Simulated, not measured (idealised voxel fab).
Herein follows the process module entitled voxel plated lines.
Cross-sectional view cut (width: 260 nm; square cell size: 5 nm).
When this document writes out a cross-section, it uses a grid of square cells and lists it as bands, beginning at the top and moving down, with a band standing for one or more rows of cells.
Heads up on the band format: heights come first, top then bottom, in nm. After that it's the materials left to right, each with its width in nm. A single material flagged "edge to edge" fills the whole band edge to edge, and "empty" means there's empty space there.
The level at which height equals 0 is the one under which the wafer, as it arrives, is entirely one material. No lower edge exists for the bottom band, which continues downward and is notated as in "from 0 down".
With a width like "30..40", each row of cells in the band differs from the next by the same amount, the top row carrying the first number and the bottom row the second.
Take "nothing changed" at face value: in the step it is given for, the cross-section changed in none of its cells.
You'll see "Trapped void list" listing empty spaces that have no way open to the top, as long as they're 8 cells or more; the notation is width x height at distance, where the distance is from the left edge, and all of it is in nm.
The remark found on a step's line after its settings is issued by the simulator itself and pertains to that step.
overlay nm: mask offset rightward from planned place, masked step; negative means leftward offset.
Process steps foreseen in the plan:
1. RECEIVE (material Si)
2. CONFORMAL_DEP (material SiO2; thk nm 15)
3. DIRECTIONAL_DEP (material TiN; thk nm 5)
4. PATTERN (tone open; mask id LINES; material resist; width nm 20; pitch nm 35; thk nm 40; overlay nm 0)
5. EPI (material Ru; thk nm 10)
6. EPI (material Ru; thk nm 5)
7. EPI (material Ru; thk nm 10)
8. STRIP (etch materials resist)
9. DIRECTIONAL_ETCH (etch materials TiN; depth nm 5)
10. CONFORMAL_DEP (material SiN; thk nm 10)
The first of a set of two wafers, run to plan:
Wafer at receipt (post step 1), cross-section:
* from 0 down: Si edge to edge
* Trapped void list: none
Presented here is a cross-section of the wafer after step 2 has been performed:
* from 15 to 0: SiO2 edge to edge
* below 0: unchanged
Presented here is a cross-section of the wafer after step 3 has been performed:
* from 20 to 15: TiN edge to edge
* below 15: unchanged
Presented here is a cross-section of the wafer after step 4 has been performed:
* from 60 to 20: resist 65 nm; empty 20 nm; resist 15 nm; empty 20 nm; resist 15 nm; empty 20 nm; resist 15 nm; empty 20 nm; resist 70 nm
* below 20: unchanged
Presented here is a cross-section of the wafer after step 5 has been performed:
* from 60 to 30: resist 65 nm; empty 20 nm; resist 15 nm; empty 20 nm; resist 15 nm; empty 20 nm; resist 15 nm; empty 20 nm; resist 70 nm
* from 30 to 20: resist 65 nm; Ru 20 nm; resist 15 nm; Ru 20 nm; resist 15 nm; Ru 20 nm; resist 15 nm; Ru 20 nm; resist 70 nm
* below 20: unchanged
Presented here is a cross-section of the wafer after step 6 has been performed:
* from 60 to 35: resist 65 nm; empty 20 nm; resist 15 nm; empty 20 nm; resist 15 nm; empty 20 nm; resist 15 nm; empty 20 nm; resist 70 nm
* from 35 to 20: resist 65 nm; Ru 20 nm; resist 15 nm; Ru 20 nm; resist 15 nm; Ru 20 nm; resist 15 nm; Ru 20 nm; resist 70 nm
* below 20: unchanged
Presented here is a cross-section of the wafer after step 7 has been performed:
* from 60 to 45: resist 65 nm; empty 20 nm; resist 15 nm; empty 20 nm; resist 15 nm; empty 20 nm; resist 15 nm; empty 20 nm; resist 70 nm
* from 45 to 20: resist 65 nm; Ru 20 nm; resist 15 nm; Ru 20 nm; resist 15 nm; Ru 20 nm; resist 15 nm; Ru 20 nm; resist 70 nm
* below 20: unchanged
Presented here is a cross-section of the wafer after step 8 has been performed:
* from 45 to 20: empty 65 nm; Ru 20 nm; empty 15 nm; Ru 20 nm; empty 15 nm; Ru 20 nm; empty 15 nm; Ru 20 nm; empty 70 nm
* below 20: unchanged
Presented here is a cross-section of the wafer after step 9 has been performed:
* from 45 to 20: empty 65 nm; Ru 20 nm; empty 15 nm; Ru 20 nm; empty 15 nm; Ru 20 nm; empty 15 nm; Ru 20 nm; empty 70 nm
* from 20 to 15: empty 65 nm; TiN 20 nm; empty 15 nm; TiN 20 nm; empty 15 nm; TiN 20 nm; empty 15 nm; TiN 20 nm; empty 70 nm
* below 15: unchanged
Presented here is a cross-section of the wafer after step 10 has been performed:
* from 55 to 45: empty 55 nm; SiN 145 nm; empty 60 nm
* from 45 to 25: empty 55 nm; SiN 10 nm; Ru 20 nm; SiN 15 nm; Ru 20 nm; SiN 15 nm; Ru 20 nm; SiN 15 nm; Ru 20 nm; SiN 10 nm; empty 60 nm
* from 25 to 20: SiN 65 nm; Ru 20 nm; SiN 15 nm; Ru 20 nm; SiN 15 nm; Ru 20 nm; SiN 15 nm; Ru 20 nm; SiN 70 nm
* from 20 to 15: SiN 65 nm; TiN 20 nm; SiN 15 nm; TiN 20 nm; SiN 15 nm; TiN 20 nm; SiN 15 nm; TiN 20 nm; SiN 70 nm
* below 15: unchanged
Regarding the second of the two wafers: it shared the first wafer's starting condition and process plan, yet one error occurred during its execution. Its history coincides with that of the first wafer up to and including step 1:
Second wafer, cross-section, planned end of step 2:
* from 30 to 0: SiO2 edge to edge
* below 0: unchanged
Second wafer, cross-section, planned end of step 3:
* from 35 to 30: TiN edge to edge
* below 30: unchanged
Second wafer, cross-section, planned end of step 4:
* from 75 to 35: resist 65 nm; empty 20 nm; resist 15 nm; empty 20 nm; resist 15 nm; empty 20 nm; resist 15 nm; empty 20 nm; resist 70 nm
* below 35: unchanged
Second wafer, cross-section, planned end of step 5:
* from 75 to 45: resist 65 nm; empty 20 nm; resist 15 nm; empty 20 nm; resist 15 nm; empty 20 nm; resist 15 nm; empty 20 nm; resist 70 nm
* from 45 to 35: resist 65 nm; Ru 20 nm; resist 15 nm; Ru 20 nm; resist 15 nm; Ru 20 nm; resist 15 nm; Ru 20 nm; resist 70 nm
* below 35: unchanged
Second wafer, cross-section, planned end of step 6:
* from 75 to 50: resist 65 nm; empty 20 nm; resist 15 nm; empty 20 nm; resist 15 nm; empty 20 nm; resist 15 nm; empty 20 nm; resist 70 nm
* from 50 to 35: resist 65 nm; Ru 20 nm; resist 15 nm; Ru 20 nm; resist 15 nm; Ru 20 nm; resist 15 nm; Ru 20 nm; resist 70 nm
* below 35: unchanged
Second wafer, cross-section, planned end of step 7:
* from 75 to 60: resist 65 nm; empty 20 nm; resist 15 nm; empty 20 nm; resist 15 nm; empty 20 nm; resist 15 nm; empty 20 nm; resist 70 nm
* from 60 to 35: resist 65 nm; Ru 20 nm; resist 15 nm; Ru 20 nm; resist 15 nm; Ru 20 nm; resist 15 nm; Ru 20 nm; resist 70 nm
* below 35: unchanged
Second wafer, cross-section, planned end of step 8:
* from 60 to 35: empty 65 nm; Ru 20 nm; empty 15 nm; Ru 20 nm; empty 15 nm; Ru 20 nm; empty 15 nm; Ru 20 nm; empty 70 nm
* below 35: unchanged
Second wafer, cross-section, planned end of step 9:
* from 60 to 35: empty 65 nm; Ru 20 nm; empty 15 nm; Ru 20 nm; empty 15 nm; Ru 20 nm; empty 15 nm; Ru 20 nm; empty 70 nm
* from 35 to 30: empty 65 nm; TiN 20 nm; empty 15 nm; TiN 20 nm; empty 15 nm; TiN 20 nm; empty 15 nm; TiN 20 nm; empty 70 nm
* below 30: unchanged
Second wafer, cross-section, planned end of step 10:
* from 70 to 60: empty 55 nm; SiN 145 nm; empty 60 nm
* from 60 to 40: empty 55 nm; SiN 10 nm; Ru 20 nm; SiN 15 nm; Ru 20 nm; SiN 15 nm; Ru 20 nm; SiN 15 nm; Ru 20 nm; SiN 10 nm; empty 60 nm
* from 40 to 35: SiN 65 nm; Ru 20 nm; SiN 15 nm; Ru 20 nm; SiN 15 nm; Ru 20 nm; SiN 15 nm; Ru 20 nm; SiN 70 nm
* from 35 to 30: SiN 65 nm; TiN 20 nm; SiN 15 nm; TiN 20 nm; SiN 15 nm; TiN 20 nm; SiN 15 nm; TiN 20 nm; SiN 70 nm
* below 30: unchanged
Run error: it should be noted that step 2 of the plan was executed twice
Wafer comparison, final, in cells, second relative to first, materials more or fewer: SiO2 +156
